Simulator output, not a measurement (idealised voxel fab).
Process module heading - voxel self aligned vias
Square cell edge 5 nm, section width 285 nm, ID cut.
A cross-section is written here as square cells arranged in a grid, and it is given in bands from the top down, each band taking up one or more rows of cells. Heights first: top, then bottom, in nm. Then materials, left to right, each with a width in nm. "everywhere" on a single material: fills the band edge to edge. "empty": empty space. Convention: height 0 is the level below which the wafer, as received, is all one material. The lowest band does not terminate at the bottom but continues downward, represented as "0 nm and below". Note: "30->40" means the width goes from the first number (top row of the band) to the second number (bottom row) in equal steps per row of cells. "remains unaltered" for a step: no cell of the cross-section changed in that step. What "Sealed-off cavities" gives you is every empty space of 8 cells or more that is cut off from the top. Each appears as width x height at distance, with the distance taken from the left edge and width, height and distance all in nm. It should be noted that, on the line of a given step, the content following the step's settings is a remark produced by the simulator itself with respect to that step. What "overlay nm" on a step's line means: if the step has a mask, that mask lay this far to the right of its planned place, or, when the value is negative, to the left.
This section lists the process steps that were planned:
1. RECEIVE | material Si
2. CONFORMAL_DEP | material SiO2 | thk nm 10
3. CONFORMAL_DEP | material SiCN | thk nm 5
4. DIRECTIONAL_DEP | material lowk | thk nm 25
5. PATTERN | tone open | mask id LINES | material resist | width nm 25 | pitch nm 70 | thk nm 15 | overlay nm -15
6. DIRECTIONAL_ETCH | etch materials lowk | depth nm 25
7. STRIP | etch materials resist
8. CONFORMAL_DEP | material TiN | thk nm 5
9. FILL_DEP | material Ru | thk nm 10
10. CMP | height nm 40
11. SELECTIVE_ETCH | etch materials W Ru TiN | depth nm 5
12. FILL_DEP | material SiN | thk nm 10
13. CMP | height nm 40
14. DIRECTIONAL_DEP | material lowk | thk nm 20
15. DIRECTIONAL_DEP | material aC | thk nm 15
16. PATTERN | tone open | mask id VIAS | material resist | width nm 45 | pitch nm 70 | thk nm 30 | overlay nm 0
17. DIRECTIONAL_ETCH | etch materials aC | depth nm 15
18. STRIP | etch materials resist
19. DIRECTIONAL_ETCH | etch materials lowk | depth nm 20
20. DIRECTIONAL_ETCH | etch materials SiN | depth nm 5
21. STRIP | etch materials aC
22. CONFORMAL_DEP | material TiN | thk nm 5
23. FILL_DEP | material Cu | thk nm 10
24. CMP | height nm 60
25. CONFORMAL_DEP | material SiCN | thk nm 5
The plan's step 5 overlay nm is the first wafer's value; the wafers differ in this setting and start identical.
As-received cross-section, first of several wafers, post step 1:
- 0 nm and below: Si everywhere
- Sealed-off cavities: none
Once step 25, the last step, is complete, the module is at its end; this is the cross-section of the first of several wafers:
- 65 nm to 60 nm: SiCN everywhere
- 60 nm to 45 nm: lowk=85, TiN=5, Cu=35, TiN=5, lowk=25, TiN=5, Cu=35, TiN=5, lowk=85
- 45 nm to 40 nm: lowk=85, TiN=5, Cu=10, TiN=30, lowk=25, TiN=5, Cu=10, TiN=30, lowk=85
- 40 nm to 35 nm: lowk=80, SiN=5, TiN=20, lowk=45, SiN=5, TiN=20, lowk=110
- 35 nm to 20 nm: lowk=80, TiN=5, Ru=15, TiN=5, lowk=45, TiN=5, Ru=15, TiN=5, lowk=110
- 20 nm to 15 nm: lowk=80, TiN=25, lowk=45, TiN=25, lowk=110
- 15 nm to 10 nm: SiCN everywhere
- 10 nm to 0 nm: SiO2 everywhere
- 0 nm and below: Si everywhere
- Sealed-off cavities: none
Sectional view of the last wafer upon completion of the module:
- 65 nm to 60 nm: SiCN everywhere
- 60 nm to 45 nm: lowk=85, TiN=5, Cu=35, TiN=5, lowk=25, TiN=5, Cu=35, TiN=5, lowk=85
- 45 nm to 40 nm: lowk=85, TiN=30, Cu=10, TiN=5, lowk=25, TiN=30, Cu=10, TiN=5, lowk=85
- 40 nm to 35 nm: lowk=110, TiN=20, SiN=5, lowk=45, TiN=20, SiN=5, lowk=80
- 35 nm to 20 nm: lowk=110, TiN=5, Ru=15, TiN=5, lowk=45, TiN=5, Ru=15, TiN=5, lowk=80
- 20 nm to 15 nm: lowk=110, TiN=25, lowk=45, TiN=25, lowk=80
- 15 nm to 10 nm: SiCN everywhere
- 10 nm to 0 nm: SiO2 everywhere
- 0 nm and below: Si everywhere
- Sealed-off cavities: none
each wafer at the end: cells of each material gained (+) or lost (-) since it was received, then its closed voids:
overlay nm -15; +46 Cu; +18 Ru; +114 SiCN; +2 SiN; +114 SiO2; +56 TiN; +391 lowk; Sealed-off cavities: none
overlay nm -10; +48 Cu; +18 Ru; +114 SiCN; +114 SiO2; +56 TiN; +391 lowk; Sealed-off cavities: none
overlay nm -5; +48 Cu; +18 Ru; +114 SiCN; +114 SiO2; +56 TiN; +391 lowk; Sealed-off cavities: none
overlay nm 0; +48 Cu; +18 Ru; +114 SiCN; +114 SiO2; +56 TiN; +391 lowk; Sealed-off cavities: none
overlay nm 5; +48 Cu; +18 Ru; +114 SiCN; +114 SiO2; +56 TiN; +391 lowk; Sealed-off cavities: none
overlay nm 10; +48 Cu; +18 Ru; +114 SiCN; +114 SiO2; +56 TiN; +391 lowk; Sealed-off cavities: none
overlay nm 15; +46 Cu; +18 Ru; +114 SiCN; +2 SiN; +114 SiO2; +56 TiN; +391 lowk; Sealed-off cavities: none
